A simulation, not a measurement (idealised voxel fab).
Herein follows the process module entitled voxel ribs on slabs.
The figure presents cross-section cut, which has a width of 185 nm and is divided into square cells with an edge length of 5 nm.
A cross-section in this document is a grid of square cells, and it is written down as bands, the top band listed before the ones below it; a band is made up of one or more rows of cells. Look at the band entry: it leads with the top's height and the bottom's height in nm. Then it lists the materials left to right, with a width in nm for each. The word "throughout" on a single material says that material fills the band edge to edge. The word "empty" is empty space. We count height from 0. Below that, the starting wafer is all one material. The lowest band never ends at the bottom but goes on down; see "0 -> down" for how that is written. The two numbers in a width such as "30->40" mark its ends across the band: the first belongs to the top row of cells, the second to the bottom row, and from each row to the next the width moves by the same amount. Step marked "no modification"? Then no cell in the cross-section changed in it. Voids not open to the top, 8 cells minimum: see "Closed void listing". Written width x height at distance; distance is from the left edge; nm. It should be noted that, on the line of a given step, the content following the step's settings is a remark produced by the simulator itself with respect to that step. On any step carrying a mask, the "overlay nm" setting, if present on the step's line, tells how far right of its planned place the mask lay; negative values point to the left.

Plan
1: op RECEIVE | material Si
2: op DIRECTIONAL_DEP | material SiO2 | thk nm 20
3: op DIRECTIONAL_DEP | material polySi | thk nm 25
4: op MASKED_ETCH | tone cover | mask id RIB | width nm 30 | etch materials polySi | depth nm 20 | overlay nm 0
5: op PATTERN | tone cover | mask id SLAB | material resist | width nm 80 | thk nm 20 | overlay nm 0
6: op DIRECTIONAL_ETCH | etch materials polySi | depth nm 5
7: op STRIP | etch materials resist
8: op FILL_DEP | material SiO2 | thk nm 20
9: op CMP | height nm 60
10: op DIRECTIONAL_DEP | material TiN | thk nm 5
11: op MASKED_ETCH | tone cover | mask id HEATER | width nm 40 | etch materials TiN | depth nm 5 | overlay nm 0
12: op CONFORMAL_DEP | material SiN | thk nm 5

First out of two wafers; run went to plan

As-received wafer cross-section (after step 1)
0 -> down | Si throughout
Closed void listing: none

Presented here is a cross-section of the wafer after step 2 has been performed
20 -> 0 | SiO2 throughout
Anything lower than 0 is untouched.

Presented here is a cross-section of the wafer after step 3 has been performed
45 -> 20 | polySi throughout
Anything lower than 20 is untouched.

Presented here is a cross-section of the wafer after step 4 has been performed
45 -> 25 | 75 of empty, 30 of polySi, 80 of empty
Anything lower than 25 is untouched.

Presented here is a cross-section of the wafer after step 5 has been performed
65 -> 45 | 50 of empty, 80 of resist, 55 of empty
45 -> 25 | 50 of empty, 25 of resist, 30 of polySi, 25 of resist, 55 of empty
Anything lower than 25 is untouched.

Presented here is a cross-section of the wafer after step 6 has been performed
65 -> 45 | 50 of empty, 80 of resist, 55 of empty
45 -> 25 | 50 of empty, 25 of resist, 30 of polySi, 25 of resist, 55 of empty
25 -> 20 | 50 of empty, 80 of polySi, 55 of empty
Anything lower than 20 is untouched.

Presented here is a cross-section of the wafer after step 7 has been performed
45 -> 25 | 75 of empty, 30 of polySi, 80 of empty
Anything lower than 25 is untouched.

Presented here is a cross-section of the wafer after step 8 has been performed
65 -> 45 | SiO2 throughout
45 -> 25 | 75 of SiO2, 30 of polySi, 80 of SiO2
25 -> 20 | 50 of SiO2, 80 of polySi, 55 of SiO2
Anything lower than 20 is untouched.

Presented here is a cross-section of the wafer after step 9 has been performed
60 -> 45 | SiO2 throughout
Anything lower than 45 is untouched.

Presented here is a cross-section of the wafer after step 10 has been performed
65 -> 60 | TiN throughout
Anything lower than 60 is untouched.

Presented here is a cross-section of the wafer after step 11 has been performed
65 -> 60 | 70 of empty, 40 of TiN, 75 of empty
Anything lower than 60 is untouched.

Presented here is a cross-section of the wafer after step 12 has been performed
70 -> 65 | 65 of empty, 50 of SiN, 70 of empty
65 -> 60 | 70 of SiN, 40 of TiN, 75 of SiN
Anything lower than 60 is untouched.

Now the other wafer: same start, same recipe, but we messed up one thing when running it. Up to and including step 1 it's the same as the first one

Cross-section of the second wafer at the time by which step 2 should have been completed according to the plan
40 -> 0 | SiO2 throughout
Anything lower than 0 is untouched.

Cross-section of the second wafer at the time by which step 3 should have been completed according to the plan
65 -> 40 | polySi throughout
Anything lower than 40 is untouched.

Cross-section of the second wafer at the time by which step 4 should have been completed according to the plan
65 -> 45 | 75 of empty, 30 of polySi, 80 of empty
Anything lower than 45 is untouched.

Cross-section of the second wafer at the time by which step 5 should have been completed according to the plan
85 -> 65 | 50 of empty, 80 of resist, 55 of empty
65 -> 45 | 50 of empty, 25 of resist, 30 of polySi, 25 of resist, 55 of empty
Anything lower than 45 is untouched.

Cross-section of the second wafer at the time by which step 6 should have been completed according to the plan
85 -> 65 | 50 of empty, 80 of resist, 55 of empty
65 -> 45 | 50 of empty, 25 of resist, 30 of polySi, 25 of resist, 55 of empty
45 -> 40 | 50 of empty, 80 of polySi, 55 of empty
Anything lower than 40 is untouched.

Cross-section of the second wafer at the time by which step 7 should have been completed according to the plan
65 -> 45 | 75 of empty, 30 of polySi, 80 of empty
Anything lower than 45 is untouched.

Cross-section of the second wafer at the time by which step 8 should have been completed according to the plan
85 -> 65 | SiO2 throughout
65 -> 45 | 75 of SiO2, 30 of polySi, 80 of SiO2
45 -> 40 | 50 of SiO2, 80 of polySi, 55 of SiO2
Anything lower than 40 is untouched.

Cross-section of the second wafer at the time by which step 9 should have been completed according to the plan
60 -> 45 | 75 of SiO2, 30 of polySi, 80 of SiO2
Anything lower than 45 is untouched.

Cross-section of the second wafer at the time by which step 10 should have been completed according to the plan
65 -> 60 | TiN throughout
Anything lower than 60 is untouched.

Cross-section of the second wafer at the time by which step 11 should have been completed according to the plan
65 -> 60 | 70 of empty, 40 of TiN, 75 of empty
Anything lower than 60 is untouched.

Cross-section of the second wafer at the time by which step 12 should have been completed according to the plan
70 -> 65 | 65 of empty, 50 of SiN, 70 of empty
65 -> 60 | 70 of SiN, 40 of TiN, 75 of SiN
Anything lower than 60 is untouched.
What was done differently from what was planned? twice over, step 2 of the plan was run
At the finish, the second wafer shows more or fewer cells for some materials than the first does: +6 SiO2, -6 polySi
